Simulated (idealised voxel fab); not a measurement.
process module | voxel self aligned vias
cross-section cut | 230 nm wide | cells 5 nm
A cross-section is a grid of square cells, given in bands from the top down. A band is one or more rows of cells.
Each band's line starts with the height of the band's top and of its bottom, in nm. Then come its materials from left to right, each with its width in nm. One material with "throughout" fills the band from edge to edge. "air" is empty space.
Height 0 is the level under which the wafer as received is all one material. The lowest band goes on downwards, as in "0 down".
A width such as "30 to 40" changes by the same amount from each row of cells to the next, from the band's top row to its bottom row.
"no change" after a step means that no cell of the cross-section changed.
closed voids: empty space of 8 cells or more with no open way to the top, each as width x height at its distance from the left edge, in nm
after a step's settings: what the simulator itself notes on the step
overlay nm, on a step with a mask: how far to the right of its planned place the mask lay; to the left if negative
plan
1 op RECEIVE | material Si
2 op CONFORMAL_DEP | material SiO2 | thk nm 10
3 op CONFORMAL_DEP | material SiCN | thk nm 5
4 op DIRECTIONAL_DEP | material SiO2 | thk nm 30
5 op DIRECTIONAL_DEP | material aC | thk nm 10
6 op PATTERN | tone open | mask id LINES | material resist | width nm 30 | pitch nm 55 | thk nm 30 | overlay nm -15
7 op DIRECTIONAL_ETCH | etch materials aC | depth nm 10
8 op STRIP | etch materials resist
9 op DIRECTIONAL_ETCH | etch materials SiO2 | depth nm 30
10 op STRIP | etch materials aC
11 op CONFORMAL_DEP | material TiN | thk nm 5
12 op FILL_DEP | material Ru | thk nm 5
13 op CMP | height nm 45
14 op SELECTIVE_ETCH | etch materials W Ru TiN | depth nm 10
15 op FILL_DEP | material SiN | thk nm 10
16 op CMP | height nm 45
17 op DIRECTIONAL_DEP | material SiO2 | thk nm 15
18 op DIRECTIONAL_DEP | material aC | thk nm 10
19 op PATTERN | tone open | mask id VIAS | material resist | width nm 40 | thk nm 30 | overlay nm 0
20 op DIRECTIONAL_ETCH | etch materials aC | depth nm 10
21 op STRIP | etch materials resist
22 op DIRECTIONAL_ETCH | etch materials SiO2 | depth nm 15
23 op DIRECTIONAL_ETCH | etch materials SiN | depth nm 10
24 op STRIP | etch materials aC
25 op CONFORMAL_DEP | material TiN | thk nm 5
26 op FILL_DEP | material Cu | thk nm 5
27 op CMP | height nm 60
28 op CONFORMAL_DEP | material SiN | thk nm 5
varied across the wafers: overlay nm of step 6. The plan shows the first wafer's value. All wafers start alike
first wafer as received, after step 1
  0 down: Si throughout
  closed voids: none
each wafer at the end: cells of each material gained (+) or lost (-) since it was received, then its closed voids
overlay nm -15 | +16 Cu | +24 Ru | +46 SiCN | +62 SiN | +410 SiO2 | +40 TiN | closed voids: none
overlay nm -10 | +18 Cu | +24 Ru | +46 SiCN | +60 SiN | +410 SiO2 | +40 TiN | closed voids: none
overlay nm -5 | +20 Cu | +24 Ru | +46 SiCN | +58 SiN | +410 SiO2 | +40 TiN | closed voids: none
overlay nm 0 | +20 Cu | +24 Ru | +46 SiCN | +58 SiN | +410 SiO2 | +40 TiN | closed voids: none
overlay nm 5 | +20 Cu | +24 Ru | +46 SiCN | +58 SiN | +410 SiO2 | +40 TiN | closed voids: none
overlay nm 10 | +18 Cu | +24 Ru | +46 SiCN | +60 SiN | +410 SiO2 | +40 TiN | closed voids: none
overlay nm 15 | +16 Cu | +24 Ru | +46 SiCN | +62 SiN | +410 SiO2 | +40 TiN | closed voids: none
